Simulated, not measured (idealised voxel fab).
Process module name: voxel tone inversion
Pictured: cross-section cut, 200 nm wide, on a grid of 5 nm square cells.
Square cells in a grid make up a cross-section in this document, and the grid is given as bands, listed from the top down, each one or more rows of cells.
A band entry consists of two parts. The first gives the height of the band's top and the height of its bottom, in nm. The rest lists the band's materials from left to right, each with its width in nm. A single material labelled with the word "full width" fills the band from edge to edge, and the word "blank" marks empty space.
Heights are measured from 0, the level below which the as-received wafer is all one material; the lowest band has no bottom and continues downward, written as in "0 nm and below".
It should be noted that a width expressed as "30..40" varies in equal increments from row to row of cells within the band, taking the value of the first number at the top row and that of the second number at the bottom row.
"no modification" means the step left every cell of the cross-section as it was.
Look at "Closed-off voids" for the closed voids: empty spaces with no open path to the top, sized 8 cells or up. Each is width x height at distance, distance from the left edge, all nm.
If you see something after the settings on a step's line, that's the simulator's own remark about that step.
The "overlay nm" setting may appear on a step's line; for a step that uses a mask, it gives how far to the right of its planned position the mask lay, and a negative value indicates the left.
Process steps (planned):
step 1: RECEIVE with material Si
step 2: CONFORMAL_DEP with material SiCN, thk nm 10
step 3: DIRECTIONAL_DEP with material polySi, thk nm 15
step 4: PATTERN with tone cover, mask id POSTS, material resist, width nm 25, pitch nm 55, thk nm 25, overlay nm 0
step 5: DIRECTIONAL_ETCH with etch materials polySi, depth nm 15
step 6: STRIP with etch materials resist
step 7: FILL_DEP with material lowk, thk nm 5
step 8: CMP with height nm 25
step 9: STRIP with etch materials polySi
step 10: CONFORMAL_DEP with material TiN, thk nm 5
step 11: FILL_DEP with material Ru, thk nm 10
step 12: CMP with height nm 25
step 13: CONFORMAL_DEP with material SiN, thk nm 5
First wafer out of two, processed as planned:
As-received wafer cross-section (after step 1):
> 0 nm and below  Si full width
> Closed-off voids: none
Presented here is a cross-section of the wafer after step 2 has been performed:
> 10 nm to 0 nm  SiCN full width
> Below a height of 0, the structure has not been altered.
Presented here is a cross-section of the wafer after step 3 has been performed:
> 25 nm to 10 nm  polySi full width
> Below a height of 10, the structure has not been altered.
Presented here is a cross-section of the wafer after step 4 has been performed:
> 50 nm to 25 nm  blank 30 nm  resist 25 nm  blank 30 nm  resist 25 nm  blank 30 nm  resist 25 nm  blank 35 nm
> Below a height of 25, the structure has not been altered.
Presented here is a cross-section of the wafer after step 5 has been performed:
> 50 nm to 25 nm  blank 30 nm  resist 25 nm  blank 30 nm  resist 25 nm  blank 30 nm  resist 25 nm  blank 35 nm
> 25 nm to 10 nm  blank 30 nm  polySi 25 nm  blank 30 nm  polySi 25 nm  blank 30 nm  polySi 25 nm  blank 35 nm
> Below a height of 10, the structure has not been altered.
Presented here is a cross-section of the wafer after step 6 has been performed:
> 25 nm to 10 nm  blank 30 nm  polySi 25 nm  blank 30 nm  polySi 25 nm  blank 30 nm  polySi 25 nm  blank 35 nm
> Below a height of 10, the structure has not been altered.
Presented here is a cross-section of the wafer after step 7 has been performed:
> 30 nm to 25 nm  lowk full width
> 25 nm to 10 nm  lowk 30 nm  polySi 25 nm  lowk 30 nm  polySi 25 nm  lowk 30 nm  polySi 25 nm  lowk 35 nm
> Below a height of 10, the structure has not been altered.
Presented here is a cross-section of the wafer after step 8 has been performed:
> 25 nm to 10 nm  lowk 30 nm  polySi 25 nm  lowk 30 nm  polySi 25 nm  lowk 30 nm  polySi 25 nm  lowk 35 nm
> Below a height of 10, the structure has not been altered.
Presented here is a cross-section of the wafer after step 9 has been performed:
> 25 nm to 10 nm  lowk 30 nm  blank 25 nm  lowk 30 nm  blank 25 nm  lowk 30 nm  blank 25 nm  lowk 35 nm
> Below a height of 10, the structure has not been altered.
Presented here is a cross-section of the wafer after step 10 has been performed:
> 30 nm to 25 nm  TiN 35 nm  blank 15 nm  TiN 40 nm  blank 15 nm  TiN 40 nm  blank 15 nm  TiN 40 nm
> 25 nm to 15 nm  lowk 30 nm  TiN 5 nm  blank 15 nm  TiN 5 nm  lowk 30 nm  TiN 5 nm  blank 15 nm  TiN 5 nm  lowk 30 nm  TiN 5 nm  blank 15 nm  TiN 5 nm  lowk 35 nm
> 15 nm to 10 nm  lowk 30 nm  TiN 25 nm  lowk 30 nm  TiN 25 nm  lowk 30 nm  TiN 25 nm  lowk 35 nm
> Below a height of 10, the structure has not been altered.
Presented here is a cross-section of the wafer after step 11 has been performed:
> 40 nm to 30 nm  Ru full width
> 30 nm to 25 nm  TiN 35 nm  Ru 15 nm  TiN 40 nm  Ru 15 nm  TiN 40 nm  Ru 15 nm  TiN 40 nm
> 25 nm to 15 nm  lowk 30 nm  TiN 5 nm  Ru 15 nm  TiN 5 nm  lowk 30 nm  TiN 5 nm  Ru 15 nm  TiN 5 nm  lowk 30 nm  TiN 5 nm  Ru 15 nm  TiN 5 nm  lowk 35 nm
> Below a height of 15, the structure has not been altered.
Presented here is a cross-section of the wafer after step 12 has been performed:
> 25 nm to 15 nm  lowk 30 nm  TiN 5 nm  Ru 15 nm  TiN 5 nm  lowk 30 nm  TiN 5 nm  Ru 15 nm  TiN 5 nm  lowk 30 nm  TiN 5 nm  Ru 15 nm  TiN 5 nm  lowk 35 nm
> Below a height of 15, the structure has not been altered.
Presented here is a cross-section of the wafer after step 13 has been performed:
> 30 nm to 25 nm  SiN full width
> Below a height of 25, the structure has not been altered.
Second wafer, same starting state and plan as the first, one mistake in the run, identical through step 2:
Second wafer at the planned finish of step 3, seen in cross-section:
> 25 nm to 0 nm  SiCN full width
> Below a height of 0, the structure has not been altered.
Second wafer at the planned finish of step 4, seen in cross-section:
> 50 nm to 25 nm  blank 30 nm  resist 25 nm  blank 30 nm  resist 25 nm  blank 30 nm  resist 25 nm  blank 35 nm
> Below a height of 25, the structure has not been altered.
Second wafer at the planned finish of step 5, seen in cross-section: no modification
Second wafer at the planned finish of step 6, seen in cross-section:
> 25 nm to 0 nm  SiCN full width
> Below a height of 0, the structure has not been altered.
Second wafer at the planned finish of step 7, seen in cross-section:
> 30 nm to 25 nm  lowk full width
> Below a height of 25, the structure has not been altered.
Second wafer at the planned finish of step 8, seen in cross-section:
> 25 nm to 0 nm  SiCN full width
> Below a height of 0, the structure has not been altered.
Second wafer at the planned finish of step 9, seen in cross-section: no modification
Second wafer at the planned finish of step 10, seen in cross-section:
> 30 nm to 25 nm  TiN full width
> Below a height of 25, the structure has not been altered.
Second wafer at the planned finish of step 11, seen in cross-section:
> 40 nm to 30 nm  Ru full width
> Below a height of 30, the structure has not been altered.
Second wafer at the planned finish of step 12, seen in cross-section:
> 25 nm to 0 nm  SiCN full width
> Below a height of 0, the structure has not been altered.
Second wafer at the planned finish of step 13, seen in cross-section:
> 30 nm to 25 nm  SiN full width
> Below a height of 25, the structure has not been altered.
Short version of what went wrong: for step 3, the planned setting was not used; the step was instead run as DIRECTIONAL_DEP with material SiCN, thk nm 15
Counted in cells at the end, the second wafer holds more or fewer of these materials than the first: Ru -18 | SiCN +120 | TiN -27 | lowk -75
